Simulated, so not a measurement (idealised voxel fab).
Process module, titled voxel self aligned vias
Square cells of 5 nm make up the cross-section cut, whose width is 215 nm.
The cross-sections in this document take the form of a grid made of square cells. They are written out as bands, in order from top to bottom. Each band consists of one or more rows of cells.
Top, bottom (nm), then materials left to right with widths (nm); lone material tagged "all across" fills the whole band edge to edge; "empty" = empty space.
Counting heights begins at 0, where everything beneath is, in the wafer as received, one material. The lowest band has no bottom; it goes on downwards, as "0 and below" shows.
It should be noted that a width expressed as "30 to 40" varies in equal increments from row to row of cells within the band, taking the value of the first number at the top row and that of the second number at the bottom row.
What does "all unchanged" mean for a step? It means no cell of the cross-section changed in that step.
Under "Closed void register" you'll find the enclosed gaps, the ones with no way out to the top, that are 8 cells or bigger; each reads width x height at distance, with distance counted from the left edge, everything in nm.
Whatever follows a step's settings on its line is a remark the simulator itself makes about that step.
"overlay nm", when on a step's line for a step with a mask, measures how far to the right of its planned place the mask lay; a negative measure means to the left.

-- Process steps - plan
1) RECEIVE (material Si)
2) CONFORMAL_DEP (material SiO2; thk nm 15)
3) CONFORMAL_DEP (material SiCN; thk nm 5)
4) DIRECTIONAL_DEP (material lowk; thk nm 30)
5) PATTERN (tone open; mask id LINES; material resist; width nm 30; pitch nm 70; thk nm 15; overlay nm 0)
6) DIRECTIONAL_ETCH (etch materials lowk; depth nm 30)
7) STRIP (etch materials resist)
8) CONFORMAL_DEP (material TiN; thk nm 5)
9) FILL_DEP (material W; thk nm 10)
10) CMP (height nm 50)
11) SELECTIVE_ETCH (etch materials W Ru TiN; depth nm 5)
12) FILL_DEP (material SiN; thk nm 5)
13) CMP (height nm 50)
14) DIRECTIONAL_DEP (material lowk; thk nm 15)
15) MASKED_ETCH (tone open; mask id VIAS; width nm 50; pitch nm 70; etch materials lowk; depth nm 15; overlay nm 0)
16) MASKED_ETCH (tone open; mask id VIAS; width nm 50; pitch nm 70; etch materials SiN; depth nm 5; overlay nm 0)
17) CONFORMAL_DEP (material TiN; thk nm 5)
18) FILL_DEP (material W; thk nm 5)
19) CMP (height nm 65)
20) CONFORMAL_DEP (material SiCN; thk nm 5)

-- As-received wafer cross-section (after step 1)
  0 and below = Si all across
  Closed void register: none

-- Cross-section: first of two wafers, module finished, run according to plan
  70 down to 65 = SiCN all across
  65 down to 55 = lowk 45 nm, then TiN 5 nm, then W 40 nm, then TiN 5 nm, then lowk 20 nm, then TiN 5 nm, then W 40 nm, then TiN 5 nm, then lowk 50 nm
  55 down to 50 = lowk 45 nm, then TiN 15 nm, then W 20 nm, then TiN 15 nm, then lowk 20 nm, then TiN 15 nm, then W 20 nm, then TiN 15 nm, then lowk 50 nm
  50 down to 45 = lowk 55 nm, then TiN 30 nm, then lowk 40 nm, then TiN 30 nm, then lowk 60 nm
  45 down to 25 = lowk 55 nm, then TiN 5 nm, then W 20 nm, then TiN 5 nm, then lowk 40 nm, then TiN 5 nm, then W 20 nm, then TiN 5 nm, then lowk 60 nm
  25 down to 20 = lowk 55 nm, then TiN 30 nm, then lowk 40 nm, then TiN 30 nm, then lowk 60 nm
  20 down to 15 = SiCN all across
  15 down to 0 = SiO2 all across
  0 and below = Si all across
  Closed void register: none

-- second wafer at the end: like start, like plan, one mistake
  70 down to 65 = SiCN all across
  65 down to 55 = lowk 45 nm, then TiN 5 nm, then W 40 nm, then TiN 5 nm, then lowk 20 nm, then TiN 5 nm, then W 40 nm, then TiN 5 nm, then lowk 50 nm
  55 down to 50 = lowk 45 nm, then TiN 25 nm, then W 20 nm, then TiN 5 nm, then lowk 20 nm, then TiN 25 nm, then W 20 nm, then TiN 5 nm, then lowk 50 nm
  50 down to 45 = lowk 65 nm, then TiN 30 nm, then lowk 40 nm, then TiN 30 nm, then lowk 50 nm
  45 down to 25 = lowk 65 nm, then TiN 5 nm, then W 20 nm, then TiN 5 nm, then lowk 40 nm, then TiN 5 nm, then W 20 nm, then TiN 5 nm, then lowk 50 nm
  25 down to 20 = lowk 65 nm, then TiN 30 nm, then lowk 40 nm, then TiN 30 nm, then lowk 50 nm
  20 down to 15 = SiCN all across
  15 down to 0 = SiO2 all across
  0 and below = Si all across
  Closed void register: none
Which mistake was made when the wafer was run? step 5 changed vs plan, executed as PATTERN (tone open; mask id LINES; material resist; width nm 30; pitch nm 70; thk nm 15; overlay nm 10)
Cell counts per material: same on both final wafers. Positions: different.
